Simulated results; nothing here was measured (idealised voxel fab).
process module | voxel released beams
cross-section cut | 235 nm wide | cells 5 nm
A cross-section is a grid of square cells, given in bands from the top down. A band is one or more rows of cells.
Each band's line starts with the height of the band's top and of its bottom, in nm. Then come its materials from left to right, each with its width in nm. One material with "throughout" fills the band from edge to edge. "air" is empty space.
Height 0 is the level under which the wafer as received is all one material. The lowest band goes on downwards, as in "0 down".
A width such as "30 to 40" changes by the same amount from each row of cells to the next, from the band's top row to its bottom row.
"no change" after a step means that no cell of the cross-section changed.
closed voids: empty space of 8 cells or more with no open way to the top, each as width x height at its distance from the left edge, in nm
after a step's settings: what the simulator itself notes on the step
overlay nm, on a step with a mask: how far to the right of its planned place the mask lay; to the left if negative
plan
1 op RECEIVE | material Si
2 op CONFORMAL_DEP | material Al2O3 | thk nm 5
3 op DIRECTIONAL_DEP | material SiO2 | thk nm 10
4 op DIRECTIONAL_DEP | material aC | thk nm 10
5 op PATTERN | tone open | mask id ANCHOR | material resist | width nm 35 | thk nm 30 | overlay nm 0
6 op DIRECTIONAL_ETCH | etch materials aC | depth nm 10
7 op STRIP | etch materials resist
8 op DIRECTIONAL_ETCH | etch materials SiO2 | depth nm 10
9 op STRIP | etch materials aC
10 op CONFORMAL_DEP | material SiN | thk nm 15
11 op PATTERN | tone cover | mask id BEAM | material resist | width nm 120 | thk nm 15 | overlay nm 0
12 op DIRECTIONAL_ETCH | etch materials SiN | depth nm 15
13 op STRIP | etch materials resist
14 op STRIP | etch materials SiO2
as received, after step 1
  0 down: Si throughout
  closed voids: none
a wafer at the end: this start, this plan, one mistake
  30 to 20: air 55 | SiN 20 | air 5 | SiN 95 | air 60
  20 to 15: air 55 | SiN 120 | air 60
  15 to 5: air 60 | SiN 35 | air 140
  5 to 0: SiN throughout
  0 down: Si throughout
  closed voids: none
what went wrong: step 2 ran as: op CONFORMAL_DEP | material SiN | thk nm 5
